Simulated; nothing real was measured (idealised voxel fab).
Documented hereafter: the process module known as voxel self aligned contacts.
The cross-section shown here is cut; it is 300 nm wide and divided into square cells measuring 5 nm on a side.
Each cross-section below is a grid of square cells, stated as bands in top-down order, with one or more rows of cells making up each band.
The entry gives the band's vertical extent as a top height and a bottom height in nm, then its horizontal make-up as materials from left to right, each with a width in nm. "blank" stands for empty space; a single material marked "all across" fills the band edge to edge.
Heights are expressed relative to 0, this being the level below which the as-received wafer comprises one material exclusively. The lowest band is unbounded in the downward direction and is denoted as in "0..down".
The notation "30..40" denotes a width that varies across the rows of cells in the band, beginning at the first number in the top row, finishing at the second number in the bottom row, and changing by an identical amount from each row to the next.
You'll sometimes find "nothing changed" written for a step, and that's the way of saying that nowhere in the cross-section did a cell change during that step.
"Enclosed internal voids" enumerates empty spaces isolated from the top, with no open way to it, that contain at least 8 cells, giving each as width x height at distance from the left edge, all three in nm.
Text after the settings on a step's line: the simulator's own remark on that step.
overlay nm: right-of-plan distance of the mask on a masked step; negative values mean left-of-plan.
Read each pair as before and after one process step. The after cross-section shows only down to the lowest band that changed. The step between them and its settings are given below the pair. Pairs can come from different runs of this module on the same starting wafer. A pair continues from the pair above only where its "Pre-step geometry" entry says so.
Pre-step geometry
  60..55  TiN 100 nm  blank 35 nm  TiN 25 nm  blank 35 nm  TiN 105 nm
  55..50  SiO2 95 nm  TiN 20 nm  blank 5 nm  TiN 20 nm  SiO2 15 nm  TiN 20 nm  blank 5 nm  TiN 20 nm  SiO2 100 nm
  50..30  SiO2 65 nm  SiN 45 nm  TiN 5 nm  blank 5 nm  TiN 5 nm  SiN 45 nm  TiN 5 nm  blank 5 nm  TiN 5 nm  SiN 45 nm  SiO2 70 nm
  30..15  SiO2 65 nm  SiN 10 nm  polySi 25 nm  SiN 10 nm  TiN 5 nm  blank 5 nm  TiN 5 nm  SiN 10 nm  polySi 25 nm  SiN 10 nm  TiN 5 nm  blank 5 nm  TiN 5 nm  SiN 10 nm  polySi 25 nm  SiN 10 nm  SiO2 70 nm
  15..10  SiO2 65 nm  SiN 10 nm  polySi 25 nm  SiN 10 nm  TiN 15 nm  SiN 10 nm  polySi 25 nm  SiN 10 nm  TiN 15 nm  SiN 10 nm  polySi 25 nm  SiN 10 nm  SiO2 70 nm
  10..0  SiN 75 nm  polySi 25 nm  SiN 35 nm  polySi 25 nm  SiN 35 nm  polySi 25 nm  SiN 80 nm
  0..-5  SiO2 all across
  -5..down  Si all across
  Enclosed internal voids: none
After the Step
  65..60  W all across
  60..55  TiN 100 nm  W 35 nm  TiN 25 nm  W 35 nm  TiN 105 nm
  55..50  SiO2 95 nm  TiN 20 nm  W 5 nm  TiN 20 nm  SiO2 15 nm  TiN 20 nm  W 5 nm  TiN 20 nm  SiO2 100 nm
  50..30  SiO2 65 nm  SiN 45 nm  TiN 5 nm  W 5 nm  TiN 5 nm  SiN 45 nm  TiN 5 nm  W 5 nm  TiN 5 nm  SiN 45 nm  SiO2 70 nm
  30..15  SiO2 65 nm  SiN 10 nm  polySi 25 nm  SiN 10 nm  TiN 5 nm  W 5 nm  TiN 5 nm  SiN 10 nm  polySi 25 nm  SiN 10 nm  TiN 5 nm  W 5 nm  TiN 5 nm  SiN 10 nm  polySi 25 nm  SiN 10 nm  SiO2 70 nm
  At heights below 15, the structure remains unaltered.
  Enclosed internal voids: none
the step between: op FILL_DEP | material W | thk nm 5
Pre-step geometry: starting point is the after cross-section of the pair just above.
After the Step
  55..50  SiO2 95 nm  TiN 20 nm  W 5 nm  TiN 20 nm  SiO2 15 nm  TiN 20 nm  W 5 nm  TiN 20 nm  SiO2 100 nm
  At heights below 50, the structure remains unaltered.
  Enclosed internal voids: none
the step between: op CMP | height nm 55
Pre-step geometry: starting point is the after cross-section of the pair just above.
After the Step
  60..55  SiCN all across
  At heights below 55, the structure remains unaltered.
  Enclosed internal voids: none
the step between: op CONFORMAL_DEP | material SiCN | thk nm 5
Pre-step geometry
  0..-5  SiO2 all across
  -5..down  Si all across
  Enclosed internal voids: none
After the Step
  25..0  polySi all across
  At heights below 0, the structure remains unaltered.
  Enclosed internal voids: none
the step between: op DIRECTIONAL_DEP | material polySi | thk nm 25
Pre-step geometry: starting point is the after cross-section of the pair just above.
After the Step
  45..25  SiN all across
  At heights below 25, the structure remains unaltered.
  Enclosed internal voids: none
the step between: op DIRECTIONAL_DEP | material SiN | thk nm 20
Pre-step geometry: starting point is the after cross-section of the pair just above.
After the Step
  65..45  blank 75 nm  resist 25 nm  blank 35 nm  resist 25 nm  blank 35 nm  resist 25 nm  blank 80 nm
  At heights below 45, the structure remains unaltered.
  Enclosed internal voids: none
the step between: op PATTERN | tone cover | mask id GATE | material resist | width nm 25 | pitch nm 60 | thk nm 20 | overlay nm 0
Pre-step geometry: starting point is the after cross-section of the pair just above.
After the Step
  65..45  blank 75 nm  resist 25 nm  blank 35 nm  resist 25 nm  blank 35 nm  resist 25 nm  blank 80 nm
  45..25  blank 75 nm  SiN 25 nm  blank 35 nm  SiN 25 nm  blank 35 nm  SiN 25 nm  blank 80 nm
  At heights below 25, the structure remains unaltered.
  Enclosed internal voids: none
the step between: op DIRECTIONAL_ETCH | etch materials SiN | depth nm 20
Pre-step geometry: starting point is the after cross-section of the pair just above.
After the Step
  65..45  blank 75 nm  resist 25 nm  blank 35 nm  resist 25 nm  blank 35 nm  resist 25 nm  blank 80 nm
  45..25  blank 75 nm  SiN 25 nm  blank 35 nm  SiN 25 nm  blank 35 nm  SiN 25 nm  blank 80 nm
  25..0  blank 75 nm  polySi 25 nm  blank 35 nm  polySi 25 nm  blank 35 nm  polySi 25 nm  blank 80 nm
  At heights below 0, the structure remains unaltered.
  Enclosed internal voids: none
the step between: op DIRECTIONAL_ETCH | etch materials polySi | depth nm 30
Pre-step geometry: starting point is the after cross-section of the pair just above.
After the Step
  45..25  blank 75 nm  SiN 25 nm  blank 35 nm  SiN 25 nm  blank 35 nm  SiN 25 nm  blank 80 nm
  At heights below 25, the structure remains unaltered.
  Enclosed internal voids: none
the step between: op STRIP | etch materials resist
Pre-step geometry: starting point is the after cross-section of the pair just above.
After the Step
  55..25  blank 65 nm  SiN 45 nm  blank 15 nm  SiN 45 nm  blank 15 nm  SiN 45 nm  blank 70 nm
  25..10  blank 65 nm  SiN 10 nm  polySi 25 nm  SiN 10 nm  blank 15 nm  SiN 10 nm  polySi 25 nm  SiN 10 nm  blank 15 nm  SiN 10 nm  polySi 25 nm  SiN 10 nm  blank 70 nm
  10..0  SiN 75 nm  polySi 25 nm  SiN 35 nm  polySi 25 nm  SiN 35 nm  polySi 25 nm  SiN 80 nm
  At heights below 0, the structure remains unaltered.
  Enclosed internal voids: none
the step between: op CONFORMAL_DEP | material SiN | thk nm 10
Pre-step geometry: starting point is the after cross-section of the pair just above.
After the Step
  45..25  blank 65 nm  SiN 45 nm  blank 15 nm  SiN 45 nm  blank 15 nm  SiN 45 nm  blank 70 nm
  25..0  blank 65 nm  SiN 10 nm  polySi 25 nm  SiN 10 nm  blank 15 nm  SiN 10 nm  polySi 25 nm  SiN 10 nm  blank 15 nm  SiN 10 nm  polySi 25 nm  SiN 10 nm  blank 70 nm
  At heights below 0, the structure remains unaltered.
  Enclosed internal voids: none
the step between: op DIRECTIONAL_ETCH | etch materials SiN | depth nm 10
Pre-step geometry: starting point is the after cross-section of the pair just above.
After the Step
  60..45  SiO2 all across
  45..25  SiO2 65 nm  SiN 45 nm  SiO2 15 nm  SiN 45 nm  SiO2 15 nm  SiN 45 nm  SiO2 70 nm
  25..0  SiO2 65 nm  SiN 10 nm  polySi 25 nm  SiN 10 nm  SiO2 15 nm  SiN 10 nm  polySi 25 nm  SiN 10 nm  SiO2 15 nm  SiN 10 nm  polySi 25 nm  SiN 10 nm  SiO2 70 nm
  At heights below 0, the structure remains unaltered.
  Enclosed internal voids: none
the step between: op FILL_DEP | material SiO2 | thk nm 15
Pre-step geometry: starting point is the after cross-section of the pair just above.
After the Step
  55..45  SiO2 all across
  At heights below 45, the structure remains unaltered.
  Enclosed internal voids: none
the step between: op CMP | height nm 55
Pre-step geometry: starting point is the after cross-section of the pair just above.
After the Step
  70..55  aC all across
  At heights below 55, the structure remains unaltered.
  Enclosed internal voids: none
the step between: op DIRECTIONAL_DEP | material aC | thk nm 15
Pre-step geometry: starting point is the after cross-section of the pair just above.
After the Step
  100..70  resist 95 nm  blank 45 nm  resist 15 nm  blank 45 nm  resist 100 nm
  At heights below 70, the structure remains unaltered.
  Enclosed internal voids: none
the step between: op PATTERN | tone open | mask id CONTACT | material resist | width nm 45 | pitch nm 60 | thk nm 30 | overlay nm 0
Pre-step geometry: starting point is the after cross-section of the pair just above.
After the Step
  85..70  resist 95 nm  blank 45 nm  resist 15 nm  blank 45 nm  resist 100 nm
  70..55  aC 95 nm  blank 45 nm  aC 15 nm  blank 45 nm  aC 100 nm
  At heights below 55, the structure remains unaltered.
  Enclosed internal voids: none
the step between: op DIRECTIONAL_ETCH | etch materials aC | depth nm 15
Pre-step geometry: starting point is the after cross-section of the pair just above.
After the Step
  70..55  aC 95 nm  blank 45 nm  aC 15 nm  blank 45 nm  aC 100 nm
  At heights below 55, the structure remains unaltered.
  Enclosed internal voids: none
the step between: op STRIP | etch materials resist
Pre-step geometry: starting point is the after cross-section of the pair just above.
After the Step
  70..55  aC 95 nm  blank 45 nm  aC 15 nm  blank 45 nm  aC 100 nm
  55..45  SiO2 95 nm  blank 45 nm  SiO2 15 nm  blank 45 nm  SiO2 100 nm
  45..25  SiO2 65 nm  SiN 45 nm  blank 15 nm  SiN 45 nm  blank 15 nm  SiN 45 nm  SiO2 70 nm
  25..0  SiO2 65 nm  SiN 10 nm  polySi 25 nm  SiN 10 nm  blank 15 nm  SiN 10 nm  polySi 25 nm  SiN 10 nm  blank 15 nm  SiN 10 nm  polySi 25 nm  SiN 10 nm  SiO2 70 nm
  0..-5  SiO2 110 nm  blank 15 nm  SiO2 45 nm  blank 15 nm  SiO2 115 nm
  At heights below -5, the structure remains unaltered.
  Enclosed internal voids: none
the step between: op DIRECTIONAL_ETCH | etch materials SiO2 | depth nm 60
Pre-step geometry: starting point is the after cross-section of the pair just above.
After the Step
  55..45  SiO2 95 nm  blank 45 nm  SiO2 15 nm  blank 45 nm  SiO2 100 nm
  At heights below 45, the structure remains unaltered.
  Enclosed internal voids: none
the step between: op STRIP | etch materials aC
Pre-step geometry: starting point is the after cross-section of the pair just above.
After the Step
  60..55  TiN 100 nm  blank 35 nm  TiN 25 nm  blank 35 nm  TiN 105 nm
  55..45  SiO2 95 nm  TiN 5..20 nm  blank 35..5 nm  TiN 5..20 nm  SiO2 15 nm  TiN 5..20 nm  blank 35..5 nm  TiN 5..20 nm  SiO2 100 nm
  45..25  SiO2 65 nm  SiN 45 nm  TiN 5 nm  blank 5 nm  TiN 5 nm  SiN 45 nm  TiN 5 nm  blank 5 nm  TiN 5 nm  SiN 45 nm  SiO2 70 nm
  25..0  SiO2 65 nm  SiN 10 nm  polySi 25 nm  SiN 10 nm  TiN 5 nm  blank 5 nm  TiN 5 nm  SiN 10 nm  polySi 25 nm  SiN 10 nm  TiN 5 nm  blank 5 nm  TiN 5 nm  SiN 10 nm  polySi 25 nm  SiN 10 nm  SiO2 70 nm
  0..-5  SiO2 110 nm  TiN 15 nm  SiO2 45 nm  TiN 15 nm  SiO2 115 nm
  At heights below -5, the structure remains unaltered.
  Enclosed internal voids: none
the step between: op CONFORMAL_DEP | material TiN | thk nm 5
Pre-step geometry: starting point is the after cross-section of the pair just above.
After the Step
  65..60  W all across
  60..55  TiN 100 nm  W 35 nm  TiN 25 nm  W 35 nm  TiN 105 nm
  55..45  SiO2 95 nm  TiN 5..20 nm  W 35..5 nm  TiN 5..20 nm  SiO2 15 nm  TiN 5..20 nm  W 35..5 nm  TiN 5..20 nm  SiO2 100 nm
  45..25  SiO2 65 nm  SiN 45 nm  TiN 5 nm  W 5 nm  TiN 5 nm  SiN 45 nm  TiN 5 nm  W 5 nm  TiN 5 nm  SiN 45 nm  SiO2 70 nm
  25..0  SiO2 65 nm  SiN 10 nm  polySi 25 nm  SiN 10 nm  TiN 5 nm  W 5 nm  TiN 5 nm  SiN 10 nm  polySi 25 nm  SiN 10 nm  TiN 5 nm  W 5 nm  TiN 5 nm  SiN 10 nm  polySi 25 nm  SiN 10 nm  SiO2 70 nm
  At heights below 0, the structure remains unaltered.
  Enclosed internal voids: none
the step between: op FILL_DEP | material W | thk nm 5
Pre-step geometry: starting point is the after cross-section of the pair just above.
After the Step
  55..45  SiO2 95 nm  TiN 5..20 nm  W 35..5 nm  TiN 5..20 nm  SiO2 15 nm  TiN 5..20 nm  W 35..5 nm  TiN 5..20 nm  SiO2 100 nm
  At heights below 45, the structure remains unaltered.
  Enclosed internal voids: none
the step between: op CMP | height nm 55
Pre-step geometry: starting point is the after cross-section of the pair just above.
After the Step
  60..55  SiCN all across
  At heights below 55, the structure remains unaltered.
  Enclosed internal voids: none
the step between: op CONFORMAL_DEP | material SiCN | thk nm 5
Pre-step geometry
  70..55  aC all across
  55..50  SiO2 all across
  50..30  SiO2 65 nm  SiN 45 nm  SiO2 15 nm  SiN 45 nm  SiO2 15 nm  SiN 45 nm  SiO2 70 nm
  30..0  SiO2 65 nm  SiN 10 nm  polySi 25 nm  SiN 10 nm  SiO2 15 nm  SiN 10 nm  polySi 25 nm  SiN 10 nm  SiO2 15 nm  SiN 10 nm  polySi 25 nm  SiN 10 nm  SiO2 70 nm
  0..-5  SiO2 all across
  -5..down  Si all across
  Enclosed internal voids: none
After the Step
  100..70  resist 100 nm  blank 35 nm  resist 25 nm  blank 35 nm  resist 105 nm
  At heights below 70, the structure remains unaltered.
  Enclosed internal voids: none
the step between: op PATTERN | tone open | mask id CONTACT | material resist | width nm 35 | pitch nm 60 | thk nm 30 | overlay nm 0
Pre-step geometry: starting point is the after cross-section of the pair just above.
After the Step
  85..70  resist 100 nm  blank 35 nm  resist 25 nm  blank 35 nm  resist 105 nm
  70..55  aC 100 nm  blank 35 nm  aC 25 nm  blank 35 nm  aC 105 nm
  At heights below 55, the structure remains unaltered.
  Enclosed internal voids: none
the step between: op DIRECTIONAL_ETCH | etch materials aC | depth nm 15
Pre-step geometry: starting point is the after cross-section of the pair just above.
After the Step
  70..55  aC 100 nm  blank 35 nm  aC 25 nm  blank 35 nm  aC 105 nm
  At heights below 55, the structure remains unaltered.
  Enclosed internal voids: none
the step between: op STRIP | etch materials resist
Pre-step geometry: starting point is the after cross-section of the pair just above.
After the Step
  70..55  aC 100 nm  blank 35 nm  aC 25 nm  blank 35 nm  aC 105 nm
  55..50  SiO2 100 nm  blank 35 nm  SiO2 25 nm  blank 35 nm  SiO2 105 nm
  50..30  SiO2 65 nm  SiN 45 nm  blank 15 nm  SiN 45 nm  blank 15 nm  SiN 45 nm  SiO2 70 nm
  30..0  SiO2 65 nm  SiN 10 nm  polySi 25 nm  SiN 10 nm  blank 15 nm  SiN 10 nm  polySi 25 nm  SiN 10 nm  blank 15 nm  SiN 10 nm  polySi 25 nm  SiN 10 nm  SiO2 70 nm
  0..-5  SiO2 110 nm  blank 15 nm  SiO2 45 nm  blank 15 nm  SiO2 115 nm
  At heights below -5, the structure remains unaltered.
  Enclosed internal voids: none
the step between: op DIRECTIONAL_ETCH | etch materials SiO2 | depth nm 60
Pre-step geometry: starting point is the after cross-section of the pair just above.
After the Step
  55..50  SiO2 100 nm  blank 35 nm  SiO2 25 nm  blank 35 nm  SiO2 105 nm
  At heights below 50, the structure remains unaltered.
  Enclosed internal voids: none
the step between: op STRIP | etch materials aC
Pre-step geometry: starting point is the after cross-section of the pair just above.
After the Step
  60..55  TiN 105 nm  blank 25 nm  TiN 35 nm  blank 25 nm  TiN 110 nm
  55..50  SiO2 100 nm  TiN 15 nm  blank 5 nm  TiN 15 nm  SiO2 25 nm  TiN 15 nm  blank 5 nm  TiN 15 nm  SiO2 105 nm
  50..30  SiO2 65 nm  SiN 45 nm  TiN 5 nm  blank 5 nm  TiN 5 nm  SiN 45 nm  TiN 5 nm  blank 5 nm  TiN 5 nm  SiN 45 nm  SiO2 70 nm
  30..0  SiO2 65 nm  SiN 10 nm  polySi 25 nm  SiN 10 nm  TiN 5 nm  blank 5 nm  TiN 5 nm  SiN 10 nm  polySi 25 nm  SiN 10 nm  TiN 5 nm  blank 5 nm  TiN 5 nm  SiN 10 nm  polySi 25 nm  SiN 10 nm  SiO2 70 nm
  0..-5  SiO2 110 nm  TiN 15 nm  SiO2 45 nm  TiN 15 nm  SiO2 115 nm
  At heights below -5, the structure remains unaltered.
  Enclosed internal voids: none
the step between: op CONFORMAL_DEP | material TiN | thk nm 5
Pre-step geometry: starting point is the after cross-section of the pair just above.
After the Step
  65..60  W all across
  60..55  TiN 105 nm  W 25 nm  TiN 35 nm  W 25 nm  TiN 110 nm
  55..50  SiO2 100 nm  TiN 15 nm  W 5 nm  TiN 15 nm  SiO2 25 nm  TiN 15 nm  W 5 nm  TiN 15 nm  SiO2 105 nm
  50..30  SiO2 65 nm  SiN 45 nm  TiN 5 nm  W 5 nm  TiN 5 nm  SiN 45 nm  TiN 5 nm  W 5 nm  TiN 5 nm  SiN 45 nm  SiO2 70 nm
  30..0  SiO2 65 nm  SiN 10 nm  polySi 25 nm  SiN 10 nm  TiN 5 nm  W 5 nm  TiN 5 nm  SiN 10 nm  polySi 25 nm  SiN 10 nm  TiN 5 nm  W 5 nm  TiN 5 nm  SiN 10 nm  polySi 25 nm  SiN 10 nm  SiO2 70 nm
  At heights below 0, the structure remains unaltered.
  Enclosed internal voids: none
the step between: op FILL_DEP | material W | thk nm 5
Pre-step geometry: starting point is the after cross-section of the pair just above.
After the Step
  55..50  SiO2 100 nm  TiN 15 nm  W 5 nm  TiN 15 nm  SiO2 25 nm  TiN 15 nm  W 5 nm  TiN 15 nm  SiO2 105 nm
  At heights below 50, the structure remains unaltered.
  Enclosed internal voids: none
the step between: op CMP | height nm 55
Pre-step geometry: starting point is the after cross-section of the pair just above.
After the Step
  60..55  SiCN all across
  At heights below 55, the structure remains unaltered.
  Enclosed internal voids: none
the step between: op CONFORMAL_DEP | material SiCN | thk nm 5
Pre-step geometry
  50..30  SiN all across
  30..0  polySi all across
  0..-5  SiO2 all across
  -5..down  Si all across
  Enclosed internal voids: none
After the Step
  70..50  blank 80 nm  resist 25 nm  blank 35 nm  resist 25 nm  blank 35 nm  resist 25 nm  blank 75 nm
  At heights below 50, the structure remains unaltered.
  Enclosed internal voids: none
the step between: op PATTERN | tone cover | mask id GATE | material resist | width nm 25 | pitch nm 60 | thk nm 20 | overlay nm 5
Pre-step geometry: starting point is the after cross-section of the pair just above.
After the Step
  70..50  blank 80 nm  resist 25 nm  blank 35 nm  resist 25 nm  blank 35 nm  resist 25 nm  blank 75 nm
  50..30  blank 80 nm  SiN 25 nm  blank 35 nm  SiN 25 nm  blank 35 nm  SiN 25 nm  blank 75 nm
  At heights below 30, the structure remains unaltered.
  Enclosed internal voids: none
the step between: op DIRECTIONAL_ETCH | etch materials SiN | depth nm 20
Pre-step geometry: starting point is the after cross-section of the pair just above.
After the Step
  70..50  blank 80 nm  resist 25 nm  blank 35 nm  resist 25 nm  blank 35 nm  resist 25 nm  blank 75 nm
  50..30  blank 80 nm  SiN 25 nm  blank 35 nm  SiN 25 nm  blank 35 nm  SiN 25 nm  blank 75 nm
  30..0  blank 80 nm  polySi 25 nm  blank 35 nm  polySi 25 nm  blank 35 nm  polySi 25 nm  blank 75 nm
  At heights below 0, the structure remains unaltered.
  Enclosed internal voids: none
the step between: op DIRECTIONAL_ETCH | etch materials polySi | depth nm 30
Pre-step geometry: starting point is the after cross-section of the pair just above.
After the Step
  50..30  blank 80 nm  SiN 25 nm  blank 35 nm  SiN 25 nm  blank 35 nm  SiN 25 nm  blank 75 nm
  At heights below 30, the structure remains unaltered.
  Enclosed internal voids: none
the step between: op STRIP | etch materials resist
Pre-step geometry: starting point is the after cross-section of the pair just above.
After the Step
  60..30  blank 70 nm  SiN 45 nm  blank 15 nm  SiN 45 nm  blank 15 nm  SiN 45 nm  blank 65 nm
  30..10  blank 70 nm  SiN 10 nm  polySi 25 nm  SiN 10 nm  blank 15 nm  SiN 10 nm  polySi 25 nm  SiN 10 nm  blank 15 nm  SiN 10 nm  polySi 25 nm  SiN 10 nm  blank 65 nm
  10..0  SiN 80 nm  polySi 25 nm  SiN 35 nm  polySi 25 nm  SiN 35 nm  polySi 25 nm  SiN 75 nm
  At heights below 0, the structure remains unaltered.
  Enclosed internal voids: none
the step between: op CONFORMAL_DEP | material SiN | thk nm 10
Pre-step geometry: starting point is the after cross-section of the pair just above.
After the Step
  50..30  blank 70 nm  SiN 45 nm  blank 15 nm  SiN 45 nm  blank 15 nm  SiN 45 nm  blank 65 nm
  30..0  blank 70 nm  SiN 10 nm  polySi 25 nm  SiN 10 nm  blank 15 nm  SiN 10 nm  polySi 25 nm  SiN 10 nm  blank 15 nm  SiN 10 nm  polySi 25 nm  SiN 10 nm  blank 65 nm
  At heights below 0, the structure remains unaltered.
  Enclosed internal voids: none
the step between: op DIRECTIONAL_ETCH | etch materials SiN | depth nm 10
Pre-step geometry: starting point is the after cross-section of the pair just above.
After the Step
  65..50  SiO2 all across
  50..30  SiO2 70 nm  SiN 45 nm  SiO2 15 nm  SiN 45 nm  SiO2 15 nm  SiN 45 nm  SiO2 65 nm
  30..0  SiO2 70 nm  SiN 10 nm  polySi 25 nm  SiN 10 nm  SiO2 15 nm  SiN 10 nm  polySi 25 nm  SiN 10 nm  SiO2 15 nm  SiN 10 nm  polySi 25 nm  SiN 10 nm  SiO2 65 nm
  At heights below 0, the structure remains unaltered.
  Enclosed internal voids: none
the step between: op FILL_DEP | material SiO2 | thk nm 15
Pre-step geometry: starting point is the after cross-section of the pair just above.
After the Step
  55..50  SiO2 all across
  At heights below 50, the structure remains unaltered.
  Enclosed internal voids: none
the step between: op CMP | height nm 55
Pre-step geometry: starting point is the after cross-section of the pair just above.
After the Step
  70..55  aC all across
  At heights below 55, the structure remains unaltered.
  Enclosed internal voids: none
the step between: op DIRECTIONAL_DEP | material aC | thk nm 15
Pre-step geometry: starting point is the after cross-section of the pair just above.
After the Step
  100..70  resist 95 nm  blank 45 nm  resist 15 nm  blank 45 nm  resist 100 nm
  At heights below 70, the structure remains unaltered.
  Enclosed internal voids: none
the step between: op PATTERN | tone open | mask id CONTACT | material resist | width nm 45 | pitch nm 60 | thk nm 30 | overlay nm 0
Pre-step geometry: starting point is the after cross-section of the pair just above.
After the Step
  85..70  resist 95 nm  blank 45 nm  resist 15 nm  blank 45 nm  resist 100 nm
  70..55  aC 95 nm  blank 45 nm  aC 15 nm  blank 45 nm  aC 100 nm
  At heights below 55, the structure remains unaltered.
  Enclosed internal voids: none
the step between: op DIRECTIONAL_ETCH | etch materials aC | depth nm 15
Pre-step geometry: starting point is the after cross-section of the pair just above.
After the Step
  70..55  aC 95 nm  blank 45 nm  aC 15 nm  blank 45 nm  aC 100 nm
  At heights below 55, the structure remains unaltered.
  Enclosed internal voids: none
the step between: op STRIP | etch materials resist
Pre-step geometry: starting point is the after cross-section of the pair just above.
After the Step
  70..55  aC 95 nm  blank 45 nm  aC 15 nm  blank 45 nm  aC 100 nm
  55..50  SiO2 95 nm  blank 45 nm  SiO2 15 nm  blank 45 nm  SiO2 100 nm
  50..30  SiO2 70 nm  SiN 45 nm  blank 15 nm  SiN 45 nm  blank 15 nm  SiN 45 nm  SiO2 65 nm
  30..0  SiO2 70 nm  SiN 10 nm  polySi 25 nm  SiN 10 nm  blank 15 nm  SiN 10 nm  polySi 25 nm  SiN 10 nm  blank 15 nm  SiN 10 nm  polySi 25 nm  SiN 10 nm  SiO2 65 nm
  0..-5  SiO2 115 nm  blank 15 nm  SiO2 45 nm  blank 15 nm  SiO2 110 nm
  At heights below -5, the structure remains unaltered.
  Enclosed internal voids: none
the step between: op DIRECTIONAL_ETCH | etch materials SiO2 | depth nm 60
Pre-step geometry: starting point is the after cross-section of the pair just above.
After the Step
  55..50  SiO2 95 nm  blank 45 nm  SiO2 15 nm  blank 45 nm  SiO2 100 nm
  At heights below 50, the structure remains unaltered.
  Enclosed internal voids: none
the step between: op STRIP | etch materials aC
Pre-step geometry: starting point is the after cross-section of the pair just above.
After the Step
  60..55  TiN 100 nm  blank 35 nm  TiN 25 nm  blank 35 nm  TiN 105 nm
  55..50  SiO2 95 nm  TiN 25 nm  blank 5 nm  TiN 15 nm  SiO2 15 nm  TiN 25 nm  blank 5 nm  TiN 15 nm  SiO2 100 nm
  50..30  SiO2 70 nm  SiN 45 nm  TiN 5 nm  blank 5 nm  TiN 5 nm  SiN 45 nm  TiN 5 nm  blank 5 nm  TiN 5 nm  SiN 45 nm  SiO2 65 nm
  30..0  SiO2 70 nm  SiN 10 nm  polySi 25 nm  SiN 10 nm  TiN 5 nm  blank 5 nm  TiN 5 nm  SiN 10 nm  polySi 25 nm  SiN 10 nm  TiN 5 nm  blank 5 nm  TiN 5 nm  SiN 10 nm  polySi 25 nm  SiN 10 nm  SiO2 65 nm
  0..-5  SiO2 115 nm  TiN 15 nm  SiO2 45 nm  TiN 15 nm  SiO2 110 nm
  At heights below -5, the structure remains unaltered.
  Enclosed internal voids: none
the step between: op CONFORMAL_DEP | material TiN | thk nm 5
Pre-step geometry: starting point is the after cross-section of the pair just above.
After the Step
  65..60  W all across
  60..55  TiN 100 nm  W 35 nm  TiN 25 nm  W 35 nm  TiN 105 nm
  55..50  SiO2 95 nm  TiN 25 nm  W 5 nm  TiN 15 nm  SiO2 15 nm  TiN 25 nm  W 5 nm  TiN 15 nm  SiO2 100 nm
  50..30  SiO2 70 nm  SiN 45 nm  TiN 5 nm  W 5 nm  TiN 5 nm  SiN 45 nm  TiN 5 nm  W 5 nm  TiN 5 nm  SiN 45 nm  SiO2 65 nm
  30..0  SiO2 70 nm  SiN 10 nm  polySi 25 nm  SiN 10 nm  TiN 5 nm  W 5 nm  TiN 5 nm  SiN 10 nm  polySi 25 nm  SiN 10 nm  TiN 5 nm  W 5 nm  TiN 5 nm  SiN 10 nm  polySi 25 nm  SiN 10 nm  SiO2 65 nm
  At heights below 0, the structure remains unaltered.
  Enclosed internal voids: none
the step between: op FILL_DEP | material W | thk nm 5
Pre-step geometry: starting point is the after cross-section of the pair just above.
After the Step
  55..50  SiO2 95 nm  TiN 25 nm  W 5 nm  TiN 15 nm  SiO2 15 nm  TiN 25 nm  W 5 nm  TiN 15 nm  SiO2 100 nm
  At heights below 50, the structure remains unaltered.
  Enclosed internal voids: none
the step between: op CMP | height nm 55
Pre-step geometry: starting point is the after cross-section of the pair just above.
After the Step
  60..55  SiCN all across
  At heights below 55, the structure remains unaltered.
  Enclosed internal voids: none
the step between: op CONFORMAL_DEP | material SiCN | thk nm 5
Pre-step geometry
  60..55  TiN 100 nm  blank 35 nm  TiN 25 nm  blank 35 nm  TiN 105 nm
  55..50  SiO2 95 nm  TiN 20 nm  blank 5 nm  TiN 20 nm  SiO2 15 nm  TiN 20 nm  blank 5 nm  TiN 20 nm  SiO2 100 nm
  50..30  SiO2 65 nm  SiN 45 nm  TiN 5 nm  blank 5 nm  TiN 5 nm  SiN 45 nm  TiN 5 nm  blank 5 nm  TiN 5 nm  SiN 45 nm  SiO2 70 nm
  30..0  SiO2 65 nm  SiN 10 nm  polySi 25 nm  SiN 10 nm  TiN 5 nm  blank 5 nm  TiN 5 nm  SiN 10 nm  polySi 25 nm  SiN 10 nm  TiN 5 nm  blank 5 nm  TiN 5 nm  SiN 10 nm  polySi 25 nm  SiN 10 nm  SiO2 70 nm
  0..-5  SiO2 110 nm  TiN 15 nm  SiO2 45 nm  TiN 15 nm  SiO2 115 nm
  -5..down  Si all across
  Enclosed internal voids: none
After the Step
  65..60  polySi all across
  60..55  TiN 100 nm  polySi 35 nm  TiN 25 nm  polySi 35 nm  TiN 105 nm
  55..50  SiO2 95 nm  TiN 20 nm  polySi 5 nm  TiN 20 nm  SiO2 15 nm  TiN 20 nm  polySi 5 nm  TiN 20 nm  SiO2 100 nm
  50..30  SiO2 65 nm  SiN 45 nm  TiN 5 nm  polySi 5 nm  TiN 5 nm  SiN 45 nm  TiN 5 nm  polySi 5 nm  TiN 5 nm  SiN 45 nm  SiO2 70 nm
  30..0  SiO2 65 nm  SiN 10 nm  polySi 25 nm  SiN 10 nm  TiN 5 nm  polySi 5 nm  TiN 5 nm  SiN 10 nm  polySi 25 nm  SiN 10 nm  TiN 5 nm  polySi 5 nm  TiN 5 nm  SiN 10 nm  polySi 25 nm  SiN 10 nm  SiO2 70 nm
  At heights below 0, the structure remains unaltered.
  Enclosed internal voids: none
the step between: op FILL_DEP | material polySi | thk nm 5
Pre-step geometry: starting point is the after cross-section of the pair just above.
After the Step
  55..50  SiO2 95 nm  TiN 20 nm  polySi 5 nm  TiN 20 nm  SiO2 15 nm  TiN 20 nm  polySi 5 nm  TiN 20 nm  SiO2 100 nm
  At heights below 50, the structure remains unaltered.
  Enclosed internal voids: none
the step between: op CMP | height nm 55
Pre-step geometry: starting point is the after cross-section of the pair just above.
After the Step
  60..55  SiCN all across
  At heights below 55, the structure remains unaltered.
  Enclosed internal voids: none
the step between: op CONFORMAL_DEP | material SiCN | thk nm 5
Pre-step geometry
  70..55  aC all across
  55..50  SiO2 all across
  50..30  SiO2 65 nm  SiN 45 nm  SiO2 15 nm  SiN 45 nm  SiO2 15 nm  SiN 45 nm  SiO2 70 nm
  30..0  SiO2 65 nm  SiN 10 nm  polySi 25 nm  SiN 10 nm  SiO2 15 nm  SiN 10 nm  polySi 25 nm  SiN 10 nm  SiO2 15 nm  SiN 10 nm  polySi 25 nm  SiN 10 nm  SiO2 70 nm
  0..-5  SiO2 all across
  -5..down  Si all across
  Enclosed internal voids: none
After the Step
  100..70  blank 95 nm  resist 45 nm  blank 15 nm  resist 45 nm  blank 100 nm
  At heights below 70, the structure remains unaltered.
  Enclosed internal voids: none
the step between: op PATTERN | tone cover | mask id CONTACT | material resist | width nm 45 | pitch nm 60 | thk nm 30 | overlay nm 0
